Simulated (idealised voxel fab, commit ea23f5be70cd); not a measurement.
process module | voxel transistor to metal
cross-section cut | 180 nm wide | cells 5 nm
A cross-section is a grid of square cells, given in bands from the top down. A band is one or more rows of cells.
Each band's line starts with the height of the band's top and of its bottom, in nm. Then come its materials from left to right, each with its width in nm. One material with "throughout" fills the band from edge to edge. "air" is empty space.
Height 0 is the level under which the wafer as received is all one material. The lowest band goes on downwards, as in "0 down".
A width such as "30 to 40" changes by the same amount from each row of cells to the next, from the band's top row to its bottom row.
"no change" after a step means that no cell of the cross-section changed.
closed voids: empty space of 8 cells or more with no open way to the top, each as width x height at its distance from the left edge, in nm
after a step's settings: what the simulator itself notes on the step
overlay nm, on a step with a mask: how far to the right of its planned place the mask lay; to the left if negative
plan
1 op RECEIVE | material Si
2 op OXIDIZE | depth nm 5
3 op CONFORMAL_DEP | material SiN | thk nm 15
4 op DIRECTIONAL_DEP | material aC | thk nm 15
5 op PATTERN | tone cover | mask id ACTIVE | material resist | width nm 95 | thk nm 35 | overlay nm 0
6 op DIRECTIONAL_ETCH | etch materials aC | depth nm 15
7 op STRIP | etch materials resist
8 op DIRECTIONAL_ETCH | etch materials SiN | depth nm 15
9 op DIRECTIONAL_ETCH | etch materials SiO2 | depth nm 5
10 op DIRECTIONAL_ETCH | etch materials Si | depth nm 20
11 op STRIP | etch materials aC
12 op OXIDIZE | depth nm 5
13 op FILL_DEP | material SiO2 | thk nm 15
14 op CMP | height nm 15
15 op SELECTIVE_ETCH | etch materials SiO2 | depth nm 5
16 op STRIP | etch materials SiN
17 op SELECTIVE_ETCH | etch materials SiO2 | depth nm 5
18 op OXIDIZE | depth nm 5
19 op DIRECTIONAL_DEP | material polySi | thk nm 10
20 op DIRECTIONAL_DEP | material SiCN | thk nm 15
21 op DIRECTIONAL_DEP | material aC | thk nm 10
22 op PATTERN | tone cover | mask id GATE | material resist | width nm 15 | thk nm 30 | overlay nm 0
23 op DIRECTIONAL_ETCH | etch materials aC | depth nm 10
24 op STRIP | etch materials resist
25 op DIRECTIONAL_ETCH | etch materials SiCN | depth nm 25
26 op DIRECTIONAL_ETCH | etch materials polySi | depth nm 30
27 op STRIP | etch materials aC
28 op CONFORMAL_DEP | material SiO2 | thk nm 5
29 op DIRECTIONAL_ETCH | etch materials SiO2 | depth nm 5
30 op CONFORMAL_DEP | material SiN | thk nm 5
31 op DIRECTIONAL_ETCH | etch materials SiN | depth nm 5
32 op DIRECTIONAL_ETCH | etch materials SiO2 | depth nm 5
33 op DIRECTIONAL_ETCH | etch materials Si | depth nm 10
34 op EPI | material SiGe | thk nm 10
35 op FILL_DEP | material SiO2 | thk nm 10
36 op CMP | height nm 30
37 op DIRECTIONAL_DEP | material SiO2 | thk nm 10
38 op DIRECTIONAL_DEP | material aC | thk nm 10
39 op PATTERN | tone open | mask id CONTACT | material resist | width nm 30 | pitch nm 55 | thk nm 25 | overlay nm 0
40 op DIRECTIONAL_ETCH | etch materials aC | depth nm 10
41 op STRIP | etch materials resist
42 op DIRECTIONAL_ETCH | etch materials SiO2 | depth nm 50
43 op STRIP | etch materials aC
44 op CONFORMAL_DEP | material TiN | thk nm 5
45 op FILL_DEP | material Ru | thk nm 10
46 op CMP | height nm 40
47 op CONFORMAL_DEP | material SiN | thk nm 5
48 op DIRECTIONAL_DEP | material lowk | thk nm 20
49 op PATTERN | tone open | mask id METAL_1 | material resist | width nm 15 | pitch nm 70 | thk nm 20 | overlay nm 0
50 op DIRECTIONAL_ETCH | etch materials lowk | depth nm 20
51 op DIRECTIONAL_ETCH | etch materials SiN | depth nm 5
52 op STRIP | etch materials resist
53 op CONFORMAL_DEP | material TiN | thk nm 5
54 op FILL_DEP | material Ru | thk nm 5
55 op CMP | height nm 65
56 op EPI | material Ru | thk nm 5
57 op FILL_DEP | material SiCN | thk nm 5
58 op DIRECTIONAL_DEP | material lowk | thk nm 30
59 op DIRECTIONAL_DEP | material aC | thk nm 15
60 op PATTERN | tone open | mask id METAL_2 | material resist | width nm 15 | pitch nm 70 | thk nm 35 | overlay nm 0
61 op DIRECTIONAL_ETCH | etch materials aC | depth nm 15
62 op STRIP | etch materials resist
63 op DIRECTIONAL_ETCH | etch materials lowk | depth nm 15
64 op STRIP | etch materials aC
65 op DIRECTIONAL_DEP | material aC | thk nm 10
66 op PATTERN | tone open | mask id METAL_2_HOLES | material resist | width nm 15 | pitch nm 70 | thk nm 30 | overlay nm 0
67 op DIRECTIONAL_ETCH | etch materials aC | depth nm 10
68 op STRIP | etch materials resist
69 op DIRECTIONAL_ETCH | etch materials lowk | depth nm 15
70 op DIRECTIONAL_ETCH | etch materials SiCN | depth nm 5
71 op STRIP | etch materials aC
72 op CONFORMAL_DEP | material TiN | thk nm 5
73 op FILL_DEP | material Cu | thk nm 5
74 op CMP | height nm 105
75 op CONFORMAL_DEP | material SiCN | thk nm 5
varied across the wafers: thk nm of step 19. The plan shows the first wafer's value. All wafers start alike
first wafer as received, after step 1
  0 down: Si throughout
  closed voids: none
each wafer at the end: cells of each material gained (+) or lost (-) since it was received, then its closed voids
thk nm 10 | +12 Cu | +70 Ru | -168 Si | +101 SiCN | +28 SiGe | +44 SiN | +299 SiO2 | +100 TiN | +300 lowk | +6 polySi | closed voids: none
thk nm 15 | +12 Cu | +68 Ru | -168 Si | +101 SiCN | +28 SiGe | +46 SiN | +296 SiO2 | +100 TiN | +300 lowk | +9 polySi | closed voids: none
thk nm 20 | +12 Cu | +66 Ru | -168 Si | +101 SiCN | +28 SiGe | +48 SiN | +293 SiO2 | +100 TiN | +300 lowk | +12 polySi | closed voids: none
thk nm 25 | +12 Cu | +66 Ru | -168 Si | +98 SiCN | +28 SiGe | +48 SiN | +293 SiO2 | +100 TiN | +300 lowk | +15 polySi | closed voids: none
thk nm 30 | +12 Cu | +66 Ru | -168 Si | +95 SiCN | +28 SiGe | +48 SiN | +293 SiO2 | +100 TiN | +300 lowk | +18 polySi | closed voids: none
